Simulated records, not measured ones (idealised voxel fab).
process module | voxel capacitor over wiring
cross-section cut | 255 nm wide | cells 5 nm
A cross-section is a grid of square cells, given in bands from the top down. A band is one or more rows of cells.
Each band's line starts with the height of the band's top and of its bottom, in nm. Then come its materials from left to right, each with its width in nm. One material with "throughout" fills the band from edge to edge. "air" is empty space.
Height 0 is the level under which the wafer as received is all one material. The lowest band goes on downwards, as in "0 down".
A width such as "30 to 40" changes by the same amount from each row of cells to the next, from the band's top row to its bottom row.
"no change" after a step means that no cell of the cross-section changed.
closed voids: empty space of 8 cells or more with no open way to the top, each as width x height at its distance from the left edge, in nm
after a step's settings: what the simulator itself notes on the step
overlay nm, on a step with a mask: how far to the right of its planned place the mask lay; to the left if negative
Each pair below shows a cross-section before one step and the cross-section after it, down to the lowest band that changed. The line under each pair gives the step between them, with its settings. The pairs can come from different runs of this module on the same starting wafer, so a pair continues from the pair above only where its "before" says so.
before
  90 to 80: air 80 | aC 70 | air 105
  80 to 75: air 75 | aC 80 | air 100
  75 to 70: air 75 | aC 5 | TiN 70 | aC 5 | air 100
  70 to 65: air 75 | aC 5 | Al2O3 70 | aC 5 | air 100
  65 to 55: air 75 | TiN 80 | air 100
  55 to 45: lowk 80 | Ru 15 | lowk 160
  45 to 40: SiCN 80 | Ru 15 | SiCN 160
  40 to 35: lowk 75 | TiN 20 | lowk 65 | TiN 20 | lowk 75
  35 to 15: W throughout
  15 to 0: SiO2 throughout
  0 down: Si throughout
  closed voids: none
after
  75 to 70: air 80 | TiN 70 | air 105
  70 to 65: air 80 | Al2O3 70 | air 105
  below 65: unchanged
  closed voids: none
the step between: op STRIP | etch materials aC
before: the cross-section after the pair above
after
  90 to 75: SiO2 throughout
  75 to 70: SiO2 80 | TiN 70 | SiO2 105
  70 to 65: SiO2 80 | Al2O3 70 | SiO2 105
  65 to 55: SiO2 75 | TiN 80 | SiO2 100
  below 55: unchanged
  closed voids: none
the step between: op FILL_DEP | material SiO2 | thk nm 15
before: the cross-section after the pair above
after
  85 to 75: SiO2 throughout
  below 75: unchanged
  closed voids: none
the step between: op CMP | height nm 85
before: the cross-section after the pair above
after
  85 to 75: SiO2 90 | air 15 | SiO2 150
  below 75: unchanged
  closed voids: none
the step between: op MASKED_ETCH | tone open | mask id PLUG_2 | width nm 15 | etch materials SiO2 | depth nm 10 | overlay nm 0
before: the cross-section after the pair above
after
  90 to 85: TiN 95 | air 5 | TiN 155
  85 to 80: SiO2 90 | TiN 5 | air 5 | TiN 5 | SiO2 150
  80 to 70: SiO2 90 to 80 | TiN 15 to 70 | SiO2 150 to 105
  below 70: unchanged
  closed voids: none
the step between: op CONFORMAL_DEP | material TiN | thk nm 5
before: the cross-section after the pair above
after
  95 to 90: W throughout
  90 to 85: TiN 95 | W 5 | TiN 155
  85 to 80: SiO2 90 | TiN 5 | W 5 | TiN 5 | SiO2 150
  below 80: unchanged
  closed voids: none
the step between: op FILL_DEP | material W | thk nm 5
before: the cross-section after the pair above
after
  85 to 80: SiO2 90 | TiN 5 | W 5 | TiN 5 | SiO2 150
  below 80: unchanged
  closed voids: none
the step between: op CMP | height nm 85
before: the cross-section after the pair above
after
  90 to 85: SiN throughout
  below 85: unchanged
  closed voids: none
the step between: op CONFORMAL_DEP | material SiN | thk nm 5
before
  90 to 80: air 80 | aC 70 | air 105
  80 to 75: air 75 | aC 80 | air 100
  75 to 70: air 75 | aC 5 | TiN 70 | aC 5 | air 100
  70 to 65: air 75 | aC 5 | Al2O3 70 | aC 5 | air 100
  65 to 55: TiN throughout
  55 to 45: lowk 80 | Ru 15 | lowk 160
  45 to 40: SiCN 80 | Ru 15 | SiCN 160
  40 to 20: lowk 75 | W 20 | lowk 65 | W 20 | lowk 75
  20 to 15: lowk 75 | TiN 20 | lowk 65 | TiN 20 | lowk 75
  15 to 0: SiO2 throughout
  0 down: Si throughout
  closed voids: none
after
  90 to 80: air 80 | aC 70 | air 105
  80 to 75: air 75 | aC 80 | air 100
  75 to 70: air 75 | aC 5 | TiN 70 | aC 5 | air 100
  70 to 65: air 75 | aC 5 | Al2O3 70 | aC 5 | air 100
  65 to 60: air 75 | TiN 80 | air 100
  below 60: unchanged
  closed voids: none
the step between: op DIRECTIONAL_ETCH | etch materials TiN | depth nm 5
before: the cross-section after the pair above
after
  75 to 70: air 80 | TiN 70 | air 105
  70 to 65: air 80 | Al2O3 70 | air 105
  below 65: unchanged
  closed voids: none
the step between: op STRIP | etch materials aC
before: the cross-section after the pair above
after
  90 to 75: SiO2 throughout
  75 to 70: SiO2 80 | TiN 70 | SiO2 105
  70 to 65: SiO2 80 | Al2O3 70 | SiO2 105
  65 to 60: SiO2 75 | TiN 80 | SiO2 100
  below 60: unchanged
  closed voids: none
the step between: op FILL_DEP | material SiO2 | thk nm 15
before: the cross-section after the pair above
after
  85 to 75: SiO2 throughout
  below 75: unchanged
  closed voids: none
the step between: op CMP | height nm 85
before: the cross-section after the pair above
after
  85 to 75: SiO2 90 | air 15 | SiO2 150
  below 75: unchanged
  closed voids: none
the step between: op MASKED_ETCH | tone open | mask id PLUG_2 | width nm 15 | etch materials SiO2 | depth nm 10 | overlay nm 0
before: the cross-section after the pair above
after
  90 to 85: TiN 95 | air 5 | TiN 155
  85 to 80: SiO2 90 | TiN 5 | air 5 | TiN 5 | SiO2 150
  80 to 70: SiO2 90 to 80 | TiN 15 to 70 | SiO2 150 to 105
  below 70: unchanged
  closed voids: none
the step between: op CONFORMAL_DEP | material TiN | thk nm 5
before: the cross-section after the pair above
after
  95 to 90: W throughout
  90 to 85: TiN 95 | W 5 | TiN 155
  85 to 80: SiO2 90 | TiN 5 | W 5 | TiN 5 | SiO2 150
  below 80: unchanged
  closed voids: none
the step between: op FILL_DEP | material W | thk nm 5
before: the cross-section after the pair above
after
  85 to 80: SiO2 90 | TiN 5 | W 5 | TiN 5 | SiO2 150
  below 80: unchanged
  closed voids: none
the step between: op CMP | height nm 85
before: the cross-section after the pair above
after
  90 to 85: SiN throughout
  below 85: unchanged
  closed voids: none
the step between: op CONFORMAL_DEP | material SiN | thk nm 5
before
  40 to 20: W throughout
  20 to 15: TiN throughout
  15 to 0: SiO2 throughout
  0 down: Si throughout
  closed voids: none
after
  40 to 20: air 80 | W 15 | air 70 | W 15 | air 75
  below 20: unchanged
  closed voids: none
the step between: op MASKED_ETCH | tone cover | mask id METAL_1 | width nm 15 | pitch nm 85 | etch materials W | depth nm 20 | overlay nm 0
before: the cross-section after the pair above
after
  40 to 20: air 80 | W 15 | air 70 | W 15 | air 75
  20 to 15: air 75 | TiN 20 | air 65 | TiN 20 | air 75
  below 15: unchanged
  closed voids: none
the step between: op MASKED_ETCH | tone cover | mask id METAL_1 | width nm 20 | pitch nm 85 | etch materials TiN | depth nm 5 | overlay nm 0
before: the cross-section after the pair above
after
  45 to 40: lowk throughout
  40 to 20: lowk 80 | W 15 | lowk 70 | W 15 | lowk 75
  20 to 15: lowk 75 | TiN 20 | lowk 65 | TiN 20 | lowk 75
  below 15: unchanged
  closed voids: none
the step between: op FILL_DEP | material lowk | thk nm 5
before: the cross-section after the pair above
after
  40 to 20: lowk 80 | W 15 | lowk 70 | W 15 | lowk 75
  below 20: unchanged
  closed voids: none
the step between: op CMP | height nm 40
before: the cross-section after the pair above
after
  45 to 40: SiCN throughout
  below 40: unchanged
  closed voids: none
the step between: op CONFORMAL_DEP | material SiCN | thk nm 5
before: the cross-section after the pair above
after
  55 to 45: lowk throughout
  below 45: unchanged
  closed voids: none
the step between: op DIRECTIONAL_DEP | material lowk | thk nm 10
before: the cross-section after the pair above
after
  65 to 55: aC throughout
  below 55: unchanged
  closed voids: none
the step between: op DIRECTIONAL_DEP | material aC | thk nm 10
before: the cross-section after the pair above
after
  95 to 65: resist 80 | air 15 | resist 160
  below 65: unchanged
  closed voids: none
the step between: op PATTERN | tone open | mask id PLUG_1 | material resist | width nm 15 | thk nm 30 | overlay nm 0
before: the cross-section after the pair above
after
  85 to 65: resist 80 | air 15 | resist 160
  65 to 55: aC 80 | air 15 | aC 160
  below 55: unchanged
  closed voids: none
the step between: op DIRECTIONAL_ETCH | etch materials aC | depth nm 10
before: the cross-section after the pair above
after
  65 to 55: aC 80 | air 15 | aC 160
  below 55: unchanged
  closed voids: none
the step between: op STRIP | etch materials resist
before: the cross-section after the pair above
after
  65 to 55: aC 80 | air 15 | aC 160
  55 to 45: lowk 80 | air 15 | lowk 160
  below 45: unchanged
  closed voids: none
the step between: op DIRECTIONAL_ETCH | etch materials lowk | depth nm 10
before: the cross-section after the pair above
after
  65 to 55: aC 80 | air 15 | aC 160
  55 to 45: lowk 80 | air 15 | lowk 160
  45 to 40: SiCN 80 | air 15 | SiCN 160
  below 40: unchanged
  closed voids: none
the step between: op DIRECTIONAL_ETCH | etch materials SiCN | depth nm 5
before: the cross-section after the pair above
after
  55 to 45: lowk 80 | air 15 | lowk 160
  below 45: unchanged
  closed voids: none
the step between: op STRIP | etch materials aC
before: the cross-section after the pair above
after
  55 to 50: lowk 80 | air 15 | lowk 160
  50 to 45: lowk 80 | Ru 15 | lowk 160
  45 to 40: SiCN 80 | Ru 15 | SiCN 160
  below 40: unchanged
  closed voids: none
the step between: op EPI | material Ru | thk nm 10
before: the cross-section after the pair above
after
  55 to 45: lowk 80 | Ru 15 | lowk 160
  below 45: unchanged
  closed voids: none
the step between: op EPI | material Ru | thk nm 5
before: the cross-section after the pair above
after
  65 to 55: TiN throughout
  below 55: unchanged
  closed voids: none
the step between: op DIRECTIONAL_DEP | material TiN | thk nm 10
before: the cross-section after the pair above
after
  70 to 65: Al2O3 throughout
  below 65: unchanged
  closed voids: none
the step between: op DIRECTIONAL_DEP | material Al2O3 | thk nm 5
before: the cross-section after the pair above
after
  75 to 70: TiN throughout
  below 70: unchanged
  closed voids: none
the step between: op DIRECTIONAL_DEP | material TiN | thk nm 5
before: the cross-section after the pair above
after
  85 to 75: aC throughout
  below 75: unchanged
  closed voids: none
the step between: op DIRECTIONAL_DEP | material aC | thk nm 10
before: the cross-section after the pair above
after
  110 to 85: air 80 | resist 70 | air 105
  below 85: unchanged
  closed voids: none
the step between: op PATTERN | tone cover | mask id UPPER_PLATE | material resist | width nm 70 | thk nm 25 | overlay nm 0
before: the cross-section after the pair above
after
  100 to 85: air 80 | resist 70 | air 105
  85 to 75: air 80 | aC 70 | air 105
  below 75: unchanged
  closed voids: none
the step between: op DIRECTIONAL_ETCH | etch materials aC | depth nm 10
before: the cross-section after the pair above
after
  85 to 75: air 80 | aC 70 | air 105
  below 75: unchanged
  closed voids: none
the step between: op STRIP | etch materials resist
before: the cross-section after the pair above
after
  85 to 75: air 80 | aC 70 | air 105
  75 to 70: air 80 | TiN 70 | air 105
  below 70: unchanged
  closed voids: none
the step between: op DIRECTIONAL_ETCH | etch materials TiN | depth nm 5
before: the cross-section after the pair above
after
  85 to 75: air 80 | aC 70 | air 105
  75 to 70: air 80 | TiN 70 | air 105
  70 to 65: air 80 | Al2O3 70 | air 105
  below 65: unchanged
  closed voids: none
the step between: op DIRECTIONAL_ETCH | etch materials Al2O3 | depth nm 5
before: the cross-section after the pair above
after
  75 to 70: air 80 | TiN 70 | air 105
  below 70: unchanged
  closed voids: none
the step between: op STRIP | etch materials aC
before: the cross-section after the pair above
after
  90 to 80: air 80 | aC 70 | air 105
  80 to 75: aC throughout
  75 to 70: aC 80 | TiN 70 | aC 105
  70 to 65: aC 80 | Al2O3 70 | aC 105
  below 65: unchanged
  closed voids: none
the step between: op DIRECTIONAL_DEP | material aC | thk nm 15
before: the cross-section after the pair above
after
  125 to 90: air 75 | resist 80 | air 100
  90 to 80: air 75 | resist 5 | aC 70 | resist 5 | air 100
  below 80: unchanged
  closed voids: none
the step between: op PATTERN | tone cover | mask id LOWER_PLATE | material resist | width nm 80 | thk nm 35 | overlay nm 0
before: the cross-section after the pair above
after
  110 to 90: air 75 | resist 80 | air 100
  90 to 80: air 75 | resist 5 | aC 70 | resist 5 | air 100
  80 to 75: air 75 | aC 80 | air 100
  75 to 70: air 75 | aC 5 | TiN 70 | aC 5 | air 100
  70 to 65: air 75 | aC 5 | Al2O3 70 | aC 5 | air 100
  below 65: unchanged
  closed voids: none
the step between: op DIRECTIONAL_ETCH | etch materials aC | depth nm 15
before: the cross-section after the pair above
after
  90 to 80: air 80 | aC 70 | air 105
  below 80: unchanged
  closed voids: none
the step between: op STRIP | etch materials resist
before: the cross-section after the pair above
after
  90 to 80: air 80 | aC 70 | air 105
  80 to 75: air 75 | aC 80 | air 100
  75 to 70: air 75 | aC 5 | TiN 70 | aC 5 | air 100
  70 to 65: air 75 | aC 5 | Al2O3 70 | aC 5 | air 100
  65 to 55: air 75 | TiN 80 | air 100
  below 55: unchanged
  closed voids: none
the step between: op DIRECTIONAL_ETCH | etch materials TiN | depth nm 10
before: the cross-section after the pair above
after
  75 to 70: air 80 | TiN 70 | air 105
  70 to 65: air 80 | Al2O3 70 | air 105
  below 65: unchanged
  closed voids: none
the step between: op STRIP | etch materials aC
before: the cross-section after the pair above
after
  90 to 75: SiO2 throughout
  75 to 70: SiO2 80 | TiN 70 | SiO2 105
  70 to 65: SiO2 80 | Al2O3 70 | SiO2 105
  65 to 55: SiO2 75 | TiN 80 | SiO2 100
  below 55: unchanged
  closed voids: none
the step between: op FILL_DEP | material SiO2 | thk nm 15
before: the cross-section after the pair above
after
  85 to 75: SiO2 throughout
  below 75: unchanged
  closed voids: none
the step between: op CMP | height nm 85
before: the cross-section after the pair above
after
  85 to 75: SiO2 90 | air 15 | SiO2 150
  below 75: unchanged
  closed voids: none
the step between: op MASKED_ETCH | tone open | mask id PLUG_2 | width nm 15 | etch materials SiO2 | depth nm 10 | overlay nm 0
before: the cross-section after the pair above
after
  90 to 85: TiN 95 | air 5 | TiN 155
  85 to 80: SiO2 90 | TiN 5 | air 5 | TiN 5 | SiO2 150
  80 to 70: SiO2 90 to 80 | TiN 15 to 70 | SiO2 150 to 105
  below 70: unchanged
  closed voids: none
the step between: op CONFORMAL_DEP | material TiN | thk nm 5
before: the cross-section after the pair above
after
  95 to 90: W throughout
  90 to 85: TiN 95 | W 5 | TiN 155
  85 to 80: SiO2 90 | TiN 5 | W 5 | TiN 5 | SiO2 150
  below 80: unchanged
  closed voids: none
the step between: op FILL_DEP | material W | thk nm 5
before: the cross-section after the pair above
after
  85 to 80: SiO2 90 | TiN 5 | W 5 | TiN 5 | SiO2 150
  below 80: unchanged
  closed voids: none
the step between: op CMP | height nm 85
before: the cross-section after the pair above
after
  90 to 85: SiN throughout
  below 85: unchanged
  closed voids: none
the step between: op CONFORMAL_DEP | material SiN | thk nm 5
before
  40 to 20: air 75 | W 20 | air 65 | W 20 | air 75
  20 to 15: TiN throughout
  15 to 0: SiO2 throughout
  0 down: Si throughout
  closed voids: none
after
  40 to 20: air 75 | W 20 | air 65 | W 20 | air 75
  20 to 15: air 75 | TiN 30 | air 55 | TiN 30 | air 65
  below 15: unchanged
  closed voids: none
the step between: op MASKED_ETCH | tone cover | mask id METAL_1 | width nm 20 | pitch nm 85 | etch materials TiN | depth nm 5 | overlay nm 10
before: the cross-section after the pair above
after
  45 to 40: lowk throughout
  40 to 20: lowk 75 | W 20 | lowk 65 | W 20 | lowk 75
  20 to 15: lowk 75 | TiN 30 | lowk 55 | TiN 30 | lowk 65
  below 15: unchanged
  closed voids: none
the step between: op FILL_DEP | material lowk | thk nm 5
before: the cross-section after the pair above
after
  40 to 20: lowk 75 | W 20 | lowk 65 | W 20 | lowk 75
  below 20: unchanged
  closed voids: none
the step between: op CMP | height nm 40
before: the cross-section after the pair above
after
  45 to 40: SiCN throughout
  below 40: unchanged
  closed voids: none
the step between: op CONFORMAL_DEP | material SiCN | thk nm 5
before: the cross-section after the pair above
after
  55 to 45: lowk throughout
  below 45: unchanged
  closed voids: none
the step between: op DIRECTIONAL_DEP | material lowk | thk nm 10
before: the cross-section after the pair above
after
  65 to 55: aC throughout
  below 55: unchanged
  closed voids: none
the step between: op DIRECTIONAL_DEP | material aC | thk nm 10
before: the cross-section after the pair above
after
  95 to 65: resist 80 | air 15 | resist 160
  below 65: unchanged
  closed voids: none
the step between: op PATTERN | tone open | mask id PLUG_1 | material resist | width nm 15 | thk nm 30 | overlay nm 0
before: the cross-section after the pair above
after
  85 to 65: resist 80 | air 15 | resist 160
  65 to 55: aC 80 | air 15 | aC 160
  below 55: unchanged
  closed voids: none
the step between: op DIRECTIONAL_ETCH | etch materials aC | depth nm 10
before: the cross-section after the pair above
after
  65 to 55: aC 80 | air 15 | aC 160
  below 55: unchanged
  closed voids: none
the step between: op STRIP | etch materials resist
before: the cross-section after the pair above
after
  65 to 55: aC 80 | air 15 | aC 160
  55 to 45: lowk 80 | air 15 | lowk 160
  below 45: unchanged
  closed voids: none
the step between: op DIRECTIONAL_ETCH | etch materials lowk | depth nm 10
before: the cross-section after the pair above
after
  65 to 55: aC 80 | air 15 | aC 160
  55 to 45: lowk 80 | air 15 | lowk 160
  45 to 40: SiCN 80 | air 15 | SiCN 160
  below 40: unchanged
  closed voids: none
the step between: op DIRECTIONAL_ETCH | etch materials SiCN | depth nm 5
before: the cross-section after the pair above
after
  55 to 45: lowk 80 | air 15 | lowk 160
  below 45: unchanged
  closed voids: none
the step between: op STRIP | etch materials aC
before: the cross-section after the pair above
after
  55 to 50: lowk 80 | air 15 | lowk 160
  50 to 45: lowk 80 | Ru 15 | lowk 160
  45 to 40: SiCN 80 | Ru 15 | SiCN 160
  below 40: unchanged
  closed voids: none
the step between: op EPI | material Ru | thk nm 10
before: the cross-section after the pair above
after
  55 to 45: lowk 80 | Ru 15 | lowk 160
  below 45: unchanged
  closed voids: none
the step between: op EPI | material Ru | thk nm 5
before: the cross-section after the pair above
after
  65 to 55: TiN throughout
  below 55: unchanged
  closed voids: none
the step between: op DIRECTIONAL_DEP | material TiN | thk nm 10
before: the cross-section after the pair above
after
  70 to 65: Al2O3 throughout
  below 65: unchanged
  closed voids: none
the step between: op DIRECTIONAL_DEP | material Al2O3 | thk nm 5
before: the cross-section after the pair above
after
  75 to 70: TiN throughout
  below 70: unchanged
  closed voids: none
the step between: op DIRECTIONAL_DEP | material TiN | thk nm 5
before: the cross-section after the pair above
after
  85 to 75: aC throughout
  below 75: unchanged
  closed voids: none
the step between: op DIRECTIONAL_DEP | material aC | thk nm 10
before: the cross-section after the pair above
after
  110 to 85: air 80 | resist 70 | air 105
  below 85: unchanged
  closed voids: none
the step between: op PATTERN | tone cover | mask id UPPER_PLATE | material resist | width nm 70 | thk nm 25 | overlay nm 0
before: the cross-section after the pair above
after
  100 to 85: air 80 | resist 70 | air 105
  85 to 75: air 80 | aC 70 | air 105
  below 75: unchanged
  closed voids: none
the step between: op DIRECTIONAL_ETCH | etch materials aC | depth nm 10
before: the cross-section after the pair above
after
  85 to 75: air 80 | aC 70 | air 105
  below 75: unchanged
  closed voids: none
the step between: op STRIP | etch materials resist
before: the cross-section after the pair above
after
  85 to 75: air 80 | aC 70 | air 105
  75 to 70: air 80 | TiN 70 | air 105
  below 70: unchanged
  closed voids: none
the step between: op DIRECTIONAL_ETCH | etch materials TiN | depth nm 5
before: the cross-section after the pair above
after
  85 to 75: air 80 | aC 70 | air 105
  75 to 70: air 80 | TiN 70 | air 105
  70 to 65: air 80 | Al2O3 70 | air 105
  below 65: unchanged
  closed voids: none
the step between: op DIRECTIONAL_ETCH | etch materials Al2O3 | depth nm 5
before: the cross-section after the pair above
after
  75 to 70: air 80 | TiN 70 | air 105
  below 70: unchanged
  closed voids: none
the step between: op STRIP | etch materials aC
before: the cross-section after the pair above
after
  90 to 80: air 80 | aC 70 | air 105
  80 to 75: aC throughout
  75 to 70: aC 80 | TiN 70 | aC 105
  70 to 65: aC 80 | Al2O3 70 | aC 105
  below 65: unchanged
  closed voids: none
the step between: op DIRECTIONAL_DEP | material aC | thk nm 15
before: the cross-section after the pair above
after
  125 to 90: air 75 | resist 80 | air 100
  90 to 80: air 75 | resist 5 | aC 70 | resist 5 | air 100
  below 80: unchanged
  closed voids: none
the step between: op PATTERN | tone cover | mask id LOWER_PLATE | material resist | width nm 80 | thk nm 35 | overlay nm 0
before: the cross-section after the pair above
after
  110 to 90: air 75 | resist 80 | air 100
  90 to 80: air 75 | resist 5 | aC 70 | resist 5 | air 100
  80 to 75: air 75 | aC 80 | air 100
  75 to 70: air 75 | aC 5 | TiN 70 | aC 5 | air 100
  70 to 65: air 75 | aC 5 | Al2O3 70 | aC 5 | air 100
  below 65: unchanged
  closed voids: none
the step between: op DIRECTIONAL_ETCH | etch materials aC | depth nm 15
before: the cross-section after the pair above
after
  90 to 80: air 80 | aC 70 | air 105
  below 80: unchanged
  closed voids: none
the step between: op STRIP | etch materials resist
before: the cross-section after the pair above
after
  90 to 80: air 80 | aC 70 | air 105
  80 to 75: air 75 | aC 80 | air 100
  75 to 70: air 75 | aC 5 | TiN 70 | aC 5 | air 100
  70 to 65: air 75 | aC 5 | Al2O3 70 | aC 5 | air 100
  65 to 55: air 75 | TiN 80 | air 100
  below 55: unchanged
  closed voids: none
the step between: op DIRECTIONAL_ETCH | etch materials TiN | depth nm 10
before: the cross-section after the pair above
after
  75 to 70: air 80 | TiN 70 | air 105
  70 to 65: air 80 | Al2O3 70 | air 105
  below 65: unchanged
  closed voids: none
the step between: op STRIP | etch materials aC
before: the cross-section after the pair above
after
  90 to 75: SiO2 throughout
  75 to 70: SiO2 80 | TiN 70 | SiO2 105
  70 to 65: SiO2 80 | Al2O3 70 | SiO2 105
  65 to 55: SiO2 75 | TiN 80 | SiO2 100
  below 55: unchanged
  closed voids: none
the step between: op FILL_DEP | material SiO2 | thk nm 15
before: the cross-section after the pair above
after
  85 to 75: SiO2 throughout
  below 75: unchanged
  closed voids: none
the step between: op CMP | height nm 85
before: the cross-section after the pair above
after
  85 to 75: SiO2 90 | air 15 | SiO2 150
  below 75: unchanged
  closed voids: none
the step between: op MASKED_ETCH | tone open | mask id PLUG_2 | width nm 15 | etch materials SiO2 | depth nm 10 | overlay nm 0
before: the cross-section after the pair above
after
  90 to 85: TiN 95 | air 5 | TiN 155
  85 to 80: SiO2 90 | TiN 5 | air 5 | TiN 5 | SiO2 150
  80 to 70: SiO2 90 to 80 | TiN 15 to 70 | SiO2 150 to 105
  below 70: unchanged
  closed voids: none
the step between: op CONFORMAL_DEP | material TiN | thk nm 5
before: the cross-section after the pair above
after
  95 to 90: W throughout
  90 to 85: TiN 95 | W 5 | TiN 155
  85 to 80: SiO2 90 | TiN 5 | W 5 | TiN 5 | SiO2 150
  below 80: unchanged
  closed voids: none
the step between: op FILL_DEP | material W | thk nm 5
before: the cross-section after the pair above
after
  85 to 80: SiO2 90 | TiN 5 | W 5 | TiN 5 | SiO2 150
  below 80: unchanged
  closed voids: none
the step between: op CMP | height nm 85
before: the cross-section after the pair above
after
  90 to 85: SiN throughout
  below 85: unchanged
  closed voids: none
the step between: op CONFORMAL_DEP | material SiN | thk nm 5
before
  15 to 0: SiO2 throughout
  0 down: Si throughout
  closed voids: none
after
  20 to 15: SiCN throughout
  below 15: unchanged
  closed voids: none
the step between: op DIRECTIONAL_DEP | material SiCN | thk nm 5
before: the cross-section after the pair above
after
  40 to 20: W throughout
  below 20: unchanged
  closed voids: none
the step between: op DIRECTIONAL_DEP | material W | thk nm 20
before: the cross-section after the pair above
after
  40 to 20: air 75 | W 20 | air 65 | W 20 | air 75
  below 20: unchanged
  closed voids: none
the step between: op MASKED_ETCH | tone cover | mask id METAL_1 | width nm 20 | pitch nm 85 | etch materials W | depth nm 20 | overlay nm 0
before: the cross-section after the pair above
after
  45 to 40: lowk throughout
  40 to 20: lowk 75 | W 20 | lowk 65 | W 20 | lowk 75
  below 20: unchanged
  closed voids: none
the step between: op FILL_DEP | material lowk | thk nm 5
before: the cross-section after the pair above
after
  40 to 20: lowk 75 | W 20 | lowk 65 | W 20 | lowk 75
  below 20: unchanged
  closed voids: none
the step between: op CMP | height nm 40
before: the cross-section after the pair above
after
  45 to 40: SiCN throughout
  below 40: unchanged
  closed voids: none
the step between: op CONFORMAL_DEP | material SiCN | thk nm 5
before: the cross-section after the pair above
after
  55 to 45: lowk throughout
  below 45: unchanged
  closed voids: none
the step between: op DIRECTIONAL_DEP | material lowk | thk nm 10
before: the cross-section after the pair above
after
  65 to 55: aC throughout
  below 55: unchanged
  closed voids: none
the step between: op DIRECTIONAL_DEP | material aC | thk nm 10
before: the cross-section after the pair above
after
  95 to 65: resist 80 | air 15 | resist 160
  below 65: unchanged
  closed voids: none
the step between: op PATTERN | tone open | mask id PLUG_1 | material resist | width nm 15 | thk nm 30 | overlay nm 0
before: the cross-section after the pair above
after
  85 to 65: resist 80 | air 15 | resist 160
  65 to 55: aC 80 | air 15 | aC 160
  below 55: unchanged
  closed voids: none
the step between: op DIRECTIONAL_ETCH | etch materials aC | depth nm 10
before: the cross-section after the pair above
after
  65 to 55: aC 80 | air 15 | aC 160
  below 55: unchanged
  closed voids: none
the step between: op STRIP | etch materials resist
before: the cross-section after the pair above
after
  65 to 55: aC 80 | air 15 | aC 160
  55 to 45: lowk 80 | air 15 | lowk 160
  below 45: unchanged
  closed voids: none
the step between: op DIRECTIONAL_ETCH | etch materials lowk | depth nm 10
before: the cross-section after the pair above
after
  65 to 55: aC 80 | air 15 | aC 160
  55 to 45: lowk 80 | air 15 | lowk 160
  45 to 40: SiCN 80 | air 15 | SiCN 160
  below 40: unchanged
  closed voids: none
the step between: op DIRECTIONAL_ETCH | etch materials SiCN | depth nm 5
before: the cross-section after the pair above
after
  55 to 45: lowk 80 | air 15 | lowk 160
  below 45: unchanged
  closed voids: none
the step between: op STRIP | etch materials aC
before: the cross-section after the pair above
after
  55 to 50: lowk 80 | air 15 | lowk 160
  50 to 45: lowk 80 | Ru 15 | lowk 160
  45 to 40: SiCN 80 | Ru 15 | SiCN 160
  below 40: unchanged
  closed voids: none
the step between: op EPI | material Ru | thk nm 10
before: the cross-section after the pair above
after
  55 to 45: lowk 80 | Ru 15 | lowk 160
  below 45: unchanged
  closed voids: none
the step between: op EPI | material Ru | thk nm 5
before: the cross-section after the pair above
after
  65 to 55: TiN throughout
  below 55: unchanged
  closed voids: none
the step between: op DIRECTIONAL_DEP | material TiN | thk nm 10
before: the cross-section after the pair above
after
  70 to 65: Al2O3 throughout
  below 65: unchanged
  closed voids: none
the step between: op DIRECTIONAL_DEP | material Al2O3 | thk nm 5
before: the cross-section after the pair above
after
  75 to 70: TiN throughout
  below 70: unchanged
  closed voids: none
the step between: op DIRECTIONAL_DEP | material TiN | thk nm 5
before: the cross-section after the pair above
after
  85 to 75: aC throughout
  below 75: unchanged
  closed voids: none
the step between: op DIRECTIONAL_DEP | material aC | thk nm 10
before: the cross-section after the pair above
after
  110 to 85: air 80 | resist 70 | air 105
  below 85: unchanged
  closed voids: none
the step between: op PATTERN | tone cover | mask id UPPER_PLATE | material resist | width nm 70 | thk nm 25 | overlay nm 0
before: the cross-section after the pair above
after
  100 to 85: air 80 | resist 70 | air 105
  85 to 75: air 80 | aC 70 | air 105
  below 75: unchanged
  closed voids: none
the step between: op DIRECTIONAL_ETCH | etch materials aC | depth nm 10
before: the cross-section after the pair above
after
  85 to 75: air 80 | aC 70 | air 105
  below 75: unchanged
  closed voids: none
the step between: op STRIP | etch materials resist
before: the cross-section after the pair above
after
  85 to 75: air 80 | aC 70 | air 105
  75 to 70: air 80 | TiN 70 | air 105
  below 70: unchanged
  closed voids: none
the step between: op DIRECTIONAL_ETCH | etch materials TiN | depth nm 5
before: the cross-section after the pair above
after
  85 to 75: air 80 | aC 70 | air 105
  75 to 70: air 80 | TiN 70 | air 105
  70 to 65: air 80 | Al2O3 70 | air 105
  below 65: unchanged
  closed voids: none
the step between: op DIRECTIONAL_ETCH | etch materials Al2O3 | depth nm 5
before: the cross-section after the pair above
after
  75 to 70: air 80 | TiN 70 | air 105
  below 70: unchanged
  closed voids: none
the step between: op STRIP | etch materials aC
before: the cross-section after the pair above
after
  90 to 80: air 80 | aC 70 | air 105
  80 to 75: aC throughout
  75 to 70: aC 80 | TiN 70 | aC 105
  70 to 65: aC 80 | Al2O3 70 | aC 105
  below 65: unchanged
  closed voids: none
the step between: op DIRECTIONAL_DEP | material aC | thk nm 15
before: the cross-section after the pair above
after
  125 to 90: air 75 | resist 80 | air 100
  90 to 80: air 75 | resist 5 | aC 70 | resist 5 | air 100
  below 80: unchanged
  closed voids: none
the step between: op PATTERN | tone cover | mask id LOWER_PLATE | material resist | width nm 80 | thk nm 35 | overlay nm 0
before: the cross-section after the pair above
after
  110 to 90: air 75 | resist 80 | air 100
  90 to 80: air 75 | resist 5 | aC 70 | resist 5 | air 100
  80 to 75: air 75 | aC 80 | air 100
  75 to 70: air 75 | aC 5 | TiN 70 | aC 5 | air 100
  70 to 65: air 75 | aC 5 | Al2O3 70 | aC 5 | air 100
  below 65: unchanged
  closed voids: none
the step between: op DIRECTIONAL_ETCH | etch materials aC | depth nm 15
before: the cross-section after the pair above
after
  90 to 80: air 80 | aC 70 | air 105
  below 80: unchanged
  closed voids: none
the step between: op STRIP | etch materials resist
before: the cross-section after the pair above
after
  90 to 80: air 80 | aC 70 | air 105
  80 to 75: air 75 | aC 80 | air 100
  75 to 70: air 75 | aC 5 | TiN 70 | aC 5 | air 100
  70 to 65: air 75 | aC 5 | Al2O3 70 | aC 5 | air 100
  65 to 55: air 75 | TiN 80 | air 100
  below 55: unchanged
  closed voids: none
the step between: op DIRECTIONAL_ETCH | etch materials TiN | depth nm 10
before: the cross-section after the pair above
after
  75 to 70: air 80 | TiN 70 | air 105
  70 to 65: air 80 | Al2O3 70 | air 105
  below 65: unchanged
  closed voids: none
the step between: op STRIP | etch materials aC
before: the cross-section after the pair above
after
  90 to 75: SiO2 throughout
  75 to 70: SiO2 80 | TiN 70 | SiO2 105
  70 to 65: SiO2 80 | Al2O3 70 | SiO2 105
  65 to 55: SiO2 75 | TiN 80 | SiO2 100
  below 55: unchanged
  closed voids: none
the step between: op FILL_DEP | material SiO2 | thk nm 15
before: the cross-section after the pair above
after
  85 to 75: SiO2 throughout
  below 75: unchanged
  closed voids: none
the step between: op CMP | height nm 85
